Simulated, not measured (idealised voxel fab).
process module | voxel ribs on slabs
cross-section cut | 185 nm wide | cells 5 nm
A cross-section is a grid of square cells, given in bands from the top down. A band is one or more rows of cells.
Each band's line starts with the height of the band's top and of its bottom, in nm. Then come its materials from left to right, each with its width in nm. One material with "throughout" fills the band from edge to edge. "air" is empty space.
Height 0 is the level under which the wafer as received is all one material. The lowest band goes on downwards, as in "0 down".
A width such as "30 to 40" changes by the same amount from each row of cells to the next, from the band's top row to its bottom row.
"no change" after a step means that no cell of the cross-section changed.
closed voids: empty space of 8 cells or more with no open way to the top, each as width x height at its distance from the left edge, in nm
after a step's settings: what the simulator itself notes on the step
overlay nm, on a step with a mask: how far to the right of its planned place the mask lay; to the left if negative
plan
1 op RECEIVE | material Si
2 op DIRECTIONAL_DEP | material SiO2 | thk nm 30
3 op DIRECTIONAL_DEP | material polySi | thk nm 20
4 op MASKED_ETCH | tone cover | mask id RIB | width nm 20 | etch materials polySi | depth nm 5 | overlay nm 0
5 op DIRECTIONAL_DEP | material aC | thk nm 15
6 op PATTERN | tone cover | mask id SLAB | material resist | width nm 50 | thk nm 30 | overlay nm 0
7 op DIRECTIONAL_ETCH | etch materials aC | depth nm 15
8 op STRIP | etch materials resist
9 op DIRECTIONAL_ETCH | etch materials polySi | depth nm 15
10 op STRIP | etch materials aC
11 op FILL_DEP | material SiO2 | thk nm 20
12 op CMP | height nm 60
13 op DIRECTIONAL_DEP | material W | thk nm 5
14 op MASKED_ETCH | tone cover | mask id HEATER | width nm 30 | etch materials W | depth nm 5 | overlay nm -15
15 op CONFORMAL_DEP | material SiO2 | thk nm 5
varied across the wafers: overlay nm of step 14. The plan shows the first wafer's value. All wafers start alike
first wafer as received, after step 1
  0 down: Si throughout
  closed voids: none
each wafer at the end: cells of each material gained (+) or lost (-) since it was received, then its closed voids
overlay nm -15 | +449 SiO2 | +6 W | +34 polySi | closed voids: none
overlay nm -10 | +449 SiO2 | +6 W | +34 polySi | closed voids: none
overlay nm -5 | +449 SiO2 | +6 W | +34 polySi | closed voids: none
overlay nm 0 | +449 SiO2 | +6 W | +34 polySi | closed voids: none
overlay nm 5 | +449 SiO2 | +6 W | +34 polySi | closed voids: none
overlay nm 10 | +449 SiO2 | +6 W | +34 polySi | closed voids: none
overlay nm 15 | +449 SiO2 | +6 W | +34 polySi | closed voids: none
